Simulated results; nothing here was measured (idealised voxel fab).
A process module follows: voxel transistor to metal.
Shown is cross-section cut, with a width of 145 nm and square cells of size 5 nm.
If you're reading a cross-section in this doc, picture square cells in a grid; it comes to you as bands, top ones listed first down to the bottom, and a band can be one or more rows of cells. The band entry comprises the height of the band's top followed by the height of its bottom, expressed in nm, and subsequently the band's materials from left to right, each stated together with its width in nm. Where a single material is marked with the word "all across", that material fills the band from edge to edge. The word "air" represents empty space. A quick word on heights: they are counted from 0, and under that level the wafer as it came to us is one material throughout. The lowest band is different from the rest in having no bottom; it simply continues downward, written as in "0 nm and below". With a width like "30 to 40", each row of cells in the band differs from the next by the same amount, the top row carrying the first number and the bottom row the second. For the purposes of this document, the phrase "remained unchanged" attached to a step denotes that no cell within the cross-section was modified by that step. In the "Sealed cavities" entry, you get each enclosed empty space of 8 cells or more, one with no open way to the top, written width x height at distance, distance from the left edge, in nm. after a step's settings: what the simulator itself notes on the step. overlay nm: mask offset rightward from planned place, masked step; negative means leftward offset.

### Process steps (planned)
1. RECEIVE with material Si
2. CONFORMAL_DEP with material SiO2, thk nm 5
3. CONFORMAL_DEP with material SiN, thk nm 15
4. MASKED_ETCH with tone cover, mask id ACTIVE, width nm 105, etch materials SiN, depth nm 15, overlay nm 0
5. MASKED_ETCH with tone cover, mask id ACTIVE, width nm 105, etch materials SiO2, depth nm 5, overlay nm 0
6. MASKED_ETCH with tone cover, mask id ACTIVE, width nm 105, etch materials Si, depth nm 30, overlay nm 0
7. FILL_DEP with material SiO2, thk nm 15
8. CMP with height nm 20
9. SELECTIVE_ETCH with etch materials SiO2, depth nm 10
10. STRIP with etch materials SiN
11. SELECTIVE_ETCH with etch materials SiO2, depth nm 5
12. OXIDIZE with depth nm 5
13. DIRECTIONAL_DEP with material polySi, thk nm 20
14. DIRECTIONAL_DEP with material SiCN, thk nm 10
15. MASKED_ETCH with tone cover, mask id GATE, width nm 15, etch materials SiCN, depth nm 20, overlay nm 0
16. MASKED_ETCH with tone cover, mask id GATE, width nm 15, etch materials polySi, depth nm 30, overlay nm 0
17. CONFORMAL_DEP with material SiO2, thk nm 5
18. DIRECTIONAL_ETCH with etch materials SiO2, depth nm 5
19. CONFORMAL_DEP with material SiN, thk nm 5
20. DIRECTIONAL_ETCH with etch materials SiN, depth nm 5
21. DIRECTIONAL_ETCH with etch materials SiO2, depth nm 5
22. DIRECTIONAL_ETCH with etch materials Si, depth nm 10
23. EPI with material SiGe, thk nm 15
24. FILL_DEP with material SiO2, thk nm 10
25. CMP with height nm 30
26. DIRECTIONAL_DEP with material SiO2, thk nm 15
27. MASKED_ETCH with tone open, mask id CONTACT, width nm 30, pitch nm 55, etch materials SiO2, depth nm 35, overlay nm 0
28. CONFORMAL_DEP with material TiN, thk nm 5
29. FILL_DEP with material W, thk nm 5
30. CMP with height nm 45
31. CONFORMAL_DEP with material SiN, thk nm 5
32. DIRECTIONAL_DEP with material SiO2, thk nm 20
33. DIRECTIONAL_DEP with material aC, thk nm 10
34. PATTERN with tone open, mask id METAL_1, material resist, width nm 15, pitch nm 70, thk nm 30, overlay nm 0
35. DIRECTIONAL_ETCH with etch materials aC, depth nm 10
36. STRIP with etch materials resist
37. DIRECTIONAL_ETCH with etch materials SiO2, depth nm 20
38. DIRECTIONAL_ETCH with etch materials SiN, depth nm 5
39. STRIP with etch materials aC
40. CONFORMAL_DEP with material TiN, thk nm 5
41. FILL_DEP with material W, thk nm 10
42. CMP with height nm 70
43. CONFORMAL_DEP with material SiCN, thk nm 5
44. DIRECTIONAL_DEP with material lowk, thk nm 35
45. MASKED_ETCH with tone open, mask id METAL_2, width nm 15, pitch nm 70, etch materials lowk, depth nm 20, overlay nm 0
46. DIRECTIONAL_DEP with material aC, thk nm 15
47. PATTERN with tone open, mask id METAL_2_HOLES, material resist, width nm 15, pitch nm 70, thk nm 30, overlay nm 0
48. DIRECTIONAL_ETCH with etch materials aC, depth nm 15
49. STRIP with etch materials resist
50. DIRECTIONAL_ETCH with etch materials lowk, depth nm 15
51. DIRECTIONAL_ETCH with etch materials SiCN, depth nm 5
52. STRIP with etch materials aC
53. CONFORMAL_DEP with material TiN, thk nm 5
54. FILL_DEP with material Ru, thk nm 10
55. CMP with height nm 110
56. CONFORMAL_DEP with material SiN, thk nm 5

### as received, after step 1
> 0 nm and below = Si all across
> Sealed cavities: none

### First of two wafers at the end of the module, shown in cross-section; run carried out as planned
> 115 nm to 110 nm = SiN all across
> 110 nm to 75 nm = lowk 30; TiN 5; Ru 5; TiN 5; lowk 55; TiN 5; Ru 5; TiN 5; lowk 30
> 75 nm to 70 nm = SiCN 30; TiN 15; SiCN 55; TiN 15; SiCN 30
> 70 nm to 50 nm = SiO2 30; TiN 5; W 5; TiN 5; SiO2 55; TiN 5; W 5; TiN 5; SiO2 30
> 50 nm to 45 nm = SiN 30; TiN 15; SiN 55; TiN 15; SiN 30
> 45 nm to 35 nm = SiO2 30; TiN 5; W 20; TiN 5; SiO2 25; TiN 5; W 20; TiN 5; SiO2 30
> 35 nm to 30 nm = SiO2 30; TiN 5; W 15; TiN 10; SiO2 25; TiN 10; W 15; TiN 5; SiO2 30
> 30 nm to 20 nm = SiO2 30; TiN 5; W 15; TiN 5; SiN 5; SiO2 5; SiCN 15; SiO2 5; SiN 5; TiN 5; W 15; TiN 5; SiO2 30
> 20 nm to 15 nm = SiO2 30; TiN 5; W 15; TiN 5; SiN 5; SiO2 5; polySi 15; SiO2 5; SiN 5; TiN 5; W 15; TiN 5; SiO2 30
> 15 nm to 10 nm = SiO2 30; TiN 25; SiN 5; SiO2 5; polySi 15; SiO2 5; SiN 5; TiN 25; SiO2 30
> 10 nm to 5 nm = SiO2 20; SiGe 35; SiN 5; SiO2 5; polySi 15; SiO2 5; SiN 5; SiGe 35; SiO2 20
> 5 nm to 0 nm = SiO2 20; SiN 5; SiGe 30; SiN 5; SiO2 5; polySi 15; SiO2 5; SiN 5; SiGe 30; SiN 5; SiO2 20
> 0 nm to -5 nm = SiO2 25; SiGe 30; SiO2 35; SiGe 30; SiO2 25
> -5 nm to -15 nm = SiO2 20; Si 5; SiGe 30; Si 35; SiGe 30; Si 5; SiO2 20
> -15 nm to -30 nm = SiO2 20; Si 105; SiO2 20
> -30 nm and below = Si all across
> Sealed cavities: none

### Presented here is a cross-section of the second of the two wafers as it stood at the end of the module. It was started in the same manner and assigned the same plan as the first wafer; however, one mistake was made in its execution
> 115 nm to 110 nm = SiN all across
> 110 nm to 105 nm = SiCN 30; TiN 15; SiCN 55; TiN 15; SiCN 30
> 105 nm to 70 nm = lowk all across
> 70 nm to 50 nm = SiO2 30; TiN 5; W 5; TiN 5; SiO2 55; TiN 5; W 5; TiN 5; SiO2 30
> 50 nm to 45 nm = SiN 30; TiN 15; SiN 55; TiN 15; SiN 30
> 45 nm to 35 nm = SiO2 30; TiN 5; W 20; TiN 5; SiO2 25; TiN 5; W 20; TiN 5; SiO2 30
> 35 nm to 30 nm = SiO2 30; TiN 5; W 15; TiN 10; SiO2 25; TiN 10; W 15; TiN 5; SiO2 30
> 30 nm to 20 nm = SiO2 30; TiN 5; W 15; TiN 5; SiN 5; SiO2 5; SiCN 15; SiO2 5; SiN 5; TiN 5; W 15; TiN 5; SiO2 30
> 20 nm to 15 nm = SiO2 30; TiN 5; W 15; TiN 5; SiN 5; SiO2 5; polySi 15; SiO2 5; SiN 5; TiN 5; W 15; TiN 5; SiO2 30
> 15 nm to 10 nm = SiO2 30; TiN 25; SiN 5; SiO2 5; polySi 15; SiO2 5; SiN 5; TiN 25; SiO2 30
> 10 nm to 5 nm = SiO2 20; SiGe 35; SiN 5; SiO2 5; polySi 15; SiO2 5; SiN 5; SiGe 35; SiO2 20
> 5 nm to 0 nm = SiO2 20; SiN 5; SiGe 30; SiN 5; SiO2 5; polySi 15; SiO2 5; SiN 5; SiGe 30; SiN 5; SiO2 20
> 0 nm to -5 nm = SiO2 25; SiGe 30; SiO2 35; SiGe 30; SiO2 25
> -5 nm to -15 nm = SiO2 20; Si 5; SiGe 30; Si 35; SiGe 30; Si 5; SiO2 20
> -15 nm to -30 nm = SiO2 20; Si 105; SiO2 20
> -30 nm and below = Si all across
> Sealed cavities: none
what went wrong: a sequencing error occurred in which plan steps 43 and 44 were transposed
It is noted that, at the conclusion of processing, the second wafer exhibits a higher or lower cell count for certain materials relative to the first: 14 fewer of Ru; 28 fewer of TiN; 42 more of lowk
